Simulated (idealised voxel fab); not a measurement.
process module | voxel local oxidation
cross-section cut | 300 nm wide | cells 5 nm
A cross-section is a grid of square cells, given in bands from the top down. A band is one or more rows of cells.
Each band's line starts with the height of the band's top and of its bottom, in nm. Then come its materials from left to right, each with its width in nm. One material with "throughout" fills the band from edge to edge. "air" is empty space.
Height 0 is the level under which the wafer as received is all one material. The lowest band goes on downwards, as in "0 down".
A width such as "30 to 40" changes by the same amount from each row of cells to the next, from the band's top row to its bottom row.
"no change" after a step means that no cell of the cross-section changed.
closed voids: empty space of 8 cells or more with no open way to the top, each as width x height at its distance from the left edge, in nm
after a step's settings: what the simulator itself notes on the step
overlay nm, on a step with a mask: how far to the right of its planned place the mask lay; to the left if negative
plan
1 op RECEIVE | material Si
2 op OXIDIZE | depth nm 5
3 op CONFORMAL_DEP | material SiN | thk nm 10
4 op MASKED_ETCH | tone cover | mask id ACTIVE | width nm 130 | etch materials SiN | depth nm 10 | overlay nm 0
5 op SELECTIVE_ETCH | etch materials SiO2 | depth nm 5
6 op OXIDIZE | depth nm 10
7 op STRIP | etch materials SiN
as received, after step 1
  0 down: Si throughout
  closed voids: none
a wafer at the end: this start, this plan, one mistake
  -5 to -15: air 100 | Si 100 | air 100
  -15 down: Si throughout
  closed voids: none
what went wrong: step 7 ran as: op STRIP | etch materials SiO2
